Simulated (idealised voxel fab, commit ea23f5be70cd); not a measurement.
process module | voxel gate over fins
cross-section cut | 275 nm wide | cells 5 nm
A cross-section is a grid of square cells, given in bands from the top down. A band is one or more rows of cells.
Each band's line starts with the height of the band's top and of its bottom, in nm. Then come its materials from left to right, each with its width in nm. One material with "throughout" fills the band from edge to edge. "air" is empty space.
Height 0 is the level under which the wafer as received is all one material. The lowest band goes on downwards, as in "0 down".
A width such as "30 to 40" changes by the same amount from each row of cells to the next, from the band's top row to its bottom row.
"no change" after a step means that no cell of the cross-section changed.
closed voids: empty space of 8 cells or more with no open way to the top, each as width x height at its distance from the left edge, in nm
after a step's settings: what the simulator itself notes on the step
overlay nm, on a step with a mask: how far to the right of its planned place the mask lay; to the left if negative
plan
1 op RECEIVE | material Si
2 op CONFORMAL_DEP | material SiN | thk nm 10
3 op MASKED_ETCH | tone cover | mask id FINS | width nm 15 | pitch nm 40 | etch materials SiN | depth nm 10 | overlay nm 0
4 op MASKED_ETCH | tone cover | mask id FINS | width nm 15 | pitch nm 40 | etch materials Si | depth nm 35 | overlay nm 0
5 op FILL_DEP | material SiO2 | thk nm 15
6 op CMP | height nm 10
7 op SELECTIVE_ETCH | etch materials SiO2 | depth nm 25
8 op STRIP | etch materials SiN
9 op CONFORMAL_DEP | material HfO2 | thk nm 5
10 op CONFORMAL_DEP | material TiN | thk nm 5
11 op FILL_DEP | material W | thk nm 10
12 op CMP | height nm 15
13 op CONFORMAL_DEP | material SiN | thk nm 10
first wafer, as planned
as received, after step 1
  0 down: Si throughout
  closed voids: none
after step 2
  10 to 0: SiN throughout
  below 0: unchanged
after step 3
  10 to 0: air 110 | SiN 15 | air 25 | SiN 15 | air 110
  below 0: unchanged
after step 4
  10 to 0: air 110 | SiN 15 | air 25 | SiN 15 | air 110
  0 to -35: air 110 | Si 15 | air 25 | Si 15 | air 110
  below -35: unchanged
after step 5
  25 to 10: SiO2 throughout
  10 to 0: SiO2 110 | SiN 15 | SiO2 25 | SiN 15 | SiO2 110
  0 to -35: SiO2 110 | Si 15 | SiO2 25 | Si 15 | SiO2 110
  below -35: unchanged
after step 6
  10 to 0: SiO2 110 | SiN 15 | SiO2 25 | SiN 15 | SiO2 110
  below 0: unchanged
after step 7
  10 to 0: air 110 | SiN 15 | air 25 | SiN 15 | air 110
  0 to -15: air 110 | Si 15 | air 25 | Si 15 | air 110
  below -15: unchanged
after step 8
  0 to -15: air 110 | Si 15 | air 25 | Si 15 | air 110
  below -15: unchanged
after step 9
  5 to 0: air 105 | HfO2 25 | air 15 | HfO2 25 | air 105
  0 to -10: air 105 | HfO2 5 | Si 15 | HfO2 5 | air 15 | HfO2 5 | Si 15 | HfO2 5 | air 105
  -10 to -15: HfO2 110 | Si 15 | HfO2 25 | Si 15 | HfO2 110
  below -15: unchanged
after step 10
  10 to 5: air 100 | TiN 35 | air 5 | TiN 35 | air 100
  5 to 0: air 100 | TiN 5 | HfO2 25 | TiN 5 | air 5 | TiN 5 | HfO2 25 | TiN 5 | air 100
  0 to -5: air 100 | TiN 5 | HfO2 5 | Si 15 | HfO2 5 | TiN 5 | air 5 | TiN 5 | HfO2 5 | Si 15 | HfO2 5 | TiN 5 | air 100
  -5 to -10: TiN 105 | HfO2 5 | Si 15 | HfO2 5 | TiN 15 | HfO2 5 | Si 15 | HfO2 5 | TiN 105
  below -10: unchanged
after step 11
  20 to 10: W throughout
  10 to 5: W 100 | TiN 35 | W 5 | TiN 35 | W 100
  5 to 0: W 100 | TiN 5 | HfO2 25 | TiN 5 | W 5 | TiN 5 | HfO2 25 | TiN 5 | W 100
  0 to -5: W 100 | TiN 5 | HfO2 5 | Si 15 | HfO2 5 | TiN 5 | W 5 | TiN 5 | HfO2 5 | Si 15 | HfO2 5 | TiN 5 | W 100
  below -5: unchanged
after step 12
  15 to 10: W throughout
  below 10: unchanged
after step 13
  25 to 15: SiN throughout
  below 15: unchanged
second wafer: like start, like plan, one mistake. Through step 12 it matches the first wafer
when step 13 should have ended
  20 to 15: SiN throughout
  below 15: unchanged
what went wrong: step 13 ran as: op CONFORMAL_DEP | material SiN | thk nm 5
at the end the second wafer has, in cells: 55 fewer of SiN
